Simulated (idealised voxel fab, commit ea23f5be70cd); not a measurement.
process module | voxel self aligned vias
cross-section cut | 290 nm wide | cells 5 nm
A cross-section is a grid of square cells, given in bands from the top down. A band is one or more rows of cells.
Each band's line starts with the height of the band's top and of its bottom, in nm. Then come its materials from left to right, each with its width in nm. One material with "throughout" fills the band from edge to edge. "air" is empty space.
Height 0 is the level under which the wafer as received is all one material. The lowest band goes on downwards, as in "0 down".
A width such as "30 to 40" changes by the same amount from each row of cells to the next, from the band's top row to its bottom row.
"no change" after a step means that no cell of the cross-section changed.
closed voids: empty space of 8 cells or more with no open way to the top, each as width x height at its distance from the left edge, in nm
after a step's settings: what the simulator itself notes on the step
overlay nm, on a step with a mask: how far to the right of its planned place the mask lay; to the left if negative
plan
1 op RECEIVE | material Si
2 op CONFORMAL_DEP | material SiO2 | thk nm 15
3 op CONFORMAL_DEP | material SiCN | thk nm 5
4 op DIRECTIONAL_DEP | material lowk | thk nm 30
5 op DIRECTIONAL_DEP | material aC | thk nm 15
6 op PATTERN | tone open | mask id LINES | material resist | width nm 25 | pitch nm 60 | thk nm 35 | overlay nm 0
7 op DIRECTIONAL_ETCH | etch materials aC | depth nm 15
8 op STRIP | etch materials resist
9 op DIRECTIONAL_ETCH | etch materials lowk | depth nm 30
10 op STRIP | etch materials aC
11 op CONFORMAL_DEP | material TiN | thk nm 5
12 op FILL_DEP | material W | thk nm 10
13 op CMP | height nm 50
14 op SELECTIVE_ETCH | etch materials W Ru TiN | depth nm 5
15 op FILL_DEP | material SiN | thk nm 10
16 op CMP | height nm 50
17 op DIRECTIONAL_DEP | material lowk | thk nm 15
18 op MASKED_ETCH | tone open | mask id VIAS | width nm 45 | pitch nm 60 | etch materials lowk | depth nm 15 | overlay nm 0
19 op MASKED_ETCH | tone open | mask id VIAS | width nm 45 | pitch nm 60 | etch materials SiN | depth nm 5 | overlay nm 0
20 op CONFORMAL_DEP | material TiN | thk nm 5
21 op FILL_DEP | material Cu | thk nm 5
22 op CMP | height nm 65
23 op CONFORMAL_DEP | material SiCN | thk nm 5
as received, after step 1
  0 down: Si throughout
  closed voids: none
first wafer at the end, as planned
  70 to 65: SiCN throughout
  65 to 55: lowk 60 | TiN 5 | Cu 35 | TiN 5 | lowk 15 | TiN 5 | Cu 35 | TiN 5 | lowk 15 | TiN 5 | Cu 35 | TiN 5 | lowk 65
  55 to 50: lowk 60 | TiN 15 | Cu 15 | TiN 15 | lowk 15 | TiN 15 | Cu 15 | TiN 15 | lowk 15 | TiN 15 | Cu 15 | TiN 15 | lowk 65
  50 to 45: lowk 70 | TiN 25 | lowk 35 | TiN 25 | lowk 35 | TiN 25 | lowk 75
  45 to 25: lowk 70 | TiN 5 | W 15 | TiN 5 | lowk 35 | TiN 5 | W 15 | TiN 5 | lowk 35 | TiN 5 | W 15 | TiN 5 | lowk 75
  25 to 20: lowk 70 | TiN 25 | lowk 35 | TiN 25 | lowk 35 | TiN 25 | lowk 75
  20 to 15: SiCN throughout
  15 to 0: SiO2 throughout
  0 down: Si throughout
  closed voids: none
second wafer at the end: like start, like plan, one mistake
  70 to 65: SiCN throughout
  65 to 55: lowk 60 | TiN 5 | Cu 35 | TiN 5 | lowk 15 | TiN 5 | Cu 35 | TiN 5 | lowk 15 | TiN 5 | Cu 35 | TiN 5 | lowk 65
  55 to 50: lowk 60 | TiN 15 | Cu 20 | TiN 10 | lowk 15 | TiN 15 | Cu 20 | TiN 10 | lowk 15 | TiN 15 | Cu 20 | TiN 10 | lowk 65
  50 to 45: lowk 70 | TiN 30 | lowk 30 | TiN 30 | lowk 30 | TiN 30 | lowk 70
  45 to 25: lowk 70 | TiN 5 | W 20 | TiN 5 | lowk 30 | TiN 5 | W 20 | TiN 5 | lowk 30 | TiN 5 | W 20 | TiN 5 | lowk 70
  25 to 20: lowk 70 | TiN 30 | lowk 30 | TiN 30 | lowk 30 | TiN 30 | lowk 70
  20 to 15: SiCN throughout
  15 to 0: SiO2 throughout
  0 down: Si throughout
  closed voids: none
what went wrong: step 6 ran as: op PATTERN | tone open | mask id LINES | material resist | width nm 30 | pitch nm 60 | thk nm 35 | overlay nm 0
at the end the second wafer has, in cells: 3 more of Cu | 3 more of TiN | 12 more of W | 18 fewer of lowk
